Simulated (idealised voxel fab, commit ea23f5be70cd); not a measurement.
process module | voxel spacer lines
cross-section cut | 205 nm wide | cells 5 nm
A cross-section is a grid of square cells, given in bands from the top down. A band is one or more rows of cells.
Each band's line starts with the height of the band's top and of its bottom, in nm. Then come its materials from left to right, each with its width in nm. One material with "throughout" fills the band from edge to edge. "air" is empty space.
Height 0 is the level under which the wafer as received is all one material. The lowest band goes on downwards, as in "0 down".
A width such as "30 to 40" changes by the same amount from each row of cells to the next, from the band's top row to its bottom row.
"no change" after a step means that no cell of the cross-section changed.
closed voids: empty space of 8 cells or more with no open way to the top, each as width x height at its distance from the left edge, in nm
after a step's settings: what the simulator itself notes on the step
overlay nm, on a step with a mask: how far to the right of its planned place the mask lay; to the left if negative
plan
1 op RECEIVE | material Si
2 op CONFORMAL_DEP | material Al2O3 | thk nm 10
3 op DIRECTIONAL_DEP | material polySi | thk nm 20
4 op DIRECTIONAL_DEP | material aC | thk nm 25
5 op PATTERN | tone cover | mask id MANDREL | material resist | width nm 15 | pitch nm 60 | thk nm 35 | overlay nm 0
6 op DIRECTIONAL_ETCH | etch materials aC | depth nm 25
7 op STRIP | etch materials resist
8 op CONFORMAL_DEP | material SiN | thk nm 15
9 op DIRECTIONAL_ETCH | etch materials SiN | depth nm 15
10 op STRIP | etch materials aC
11 op DIRECTIONAL_ETCH | etch materials polySi | depth nm 20
12 op STRIP | etch materials SiN
13 op FILL_DEP | material SiO2 | thk nm 10
14 op CMP | height nm 30
as received, after step 1
  0 down: Si throughout
  closed voids: none
a wafer at the end: this start, this plan, one mistake
  30 to 10: SiO2 45 | polySi 15 | SiO2 15 | polySi 15 | SiO2 15 | polySi 15 | SiO2 15 | polySi 15 | SiO2 55
  10 to 0: Al2O3 throughout
  0 down: Si throughout
  closed voids: none
what went wrong: step 5 ran as: op PATTERN | tone cover | mask id MANDREL | material resist | width nm 15 | pitch nm 60 | thk nm 35 | overlay nm -5
